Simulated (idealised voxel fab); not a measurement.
This is a process module. Its name is voxel ribs on slabs.
Section cut is 140 nm wide and gridded with 5 nm square cells.
When this document writes out a cross-section, it uses a grid of square cells and lists it as bands, beginning at the top and moving down, with a band standing for one or more rows of cells. Top height, bottom height, nm. Materials left to right, width each, nm. Single material + "everywhere" = fills band edge to edge. "empty" = empty. Basically, 0 is our baseline, since under it the wafer straight out of the box is all one material. The bottom band has no lower end and keeps on going down, so it looks like "0 down". Think of "30->40" as a width that walks from the first number to the second as you go down the band, top row to bottom row, taking equal-sized steps from row to row. "remained unchanged" (step): cross-section cells unchanged, all of them. "Voids, fully enclosed" enumerates empty spaces isolated from the top, with no open way to it, that contain at least 8 cells, giving each as width x height at distance from the left edge, all three in nm. On a step's line, text after the settings is the simulator commenting on that step. "overlay nm" denotes, for a step that has a mask, the displacement of the mask to the right of its planned place, with negative values corresponding to the left.
# plan
1. RECEIVE: material Si
2. DIRECTIONAL_DEP: material SiO2, thk nm 20
3. DIRECTIONAL_DEP: material polySi, thk nm 15
4. MASKED_ETCH: tone cover, mask id RIB, width nm 15, etch materials polySi, depth nm 10, overlay nm 0
5. MASKED_ETCH: tone cover, mask id SLAB, width nm 45, etch materials polySi, depth nm 5, overlay nm 0
6. FILL_DEP: material SiO2, thk nm 20
7. CMP: height nm 50
8. DIRECTIONAL_DEP: material W, thk nm 5
9. DIRECTIONAL_DEP: material aC, thk nm 10
10. PATTERN: tone cover, mask id HEATER, material resist, width nm 25, thk nm 30, overlay nm 0
11. DIRECTIONAL_ETCH: etch materials aC, depth nm 10
12. STRIP: etch materials resist
13. DIRECTIONAL_ETCH: etch materials W, depth nm 5
14. STRIP: etch materials aC
15. CONFORMAL_DEP: material SiN, thk nm 5
# Cross-section of the wafer at receipt, which is the condition after step 1
    0 down  Si everywhere
    Voids, fully enclosed: none
# Wafer cross-section at end of module: start and plan as shown above, one execution error
    55 to 50  55 nm empty | 25 nm W | 60 nm empty
    50 to 35  SiO2 everywhere
    35 to 25  60 nm SiO2 | 15 nm polySi | 65 nm SiO2
    25 to 20  45 nm SiO2 | 45 nm polySi | 50 nm SiO2
    20 to 0  SiO2 everywhere
    0 down  Si everywhere
    Voids, fully enclosed: none
Plan not followed: heads up, step 15 of the plan was skipped and never actually ran
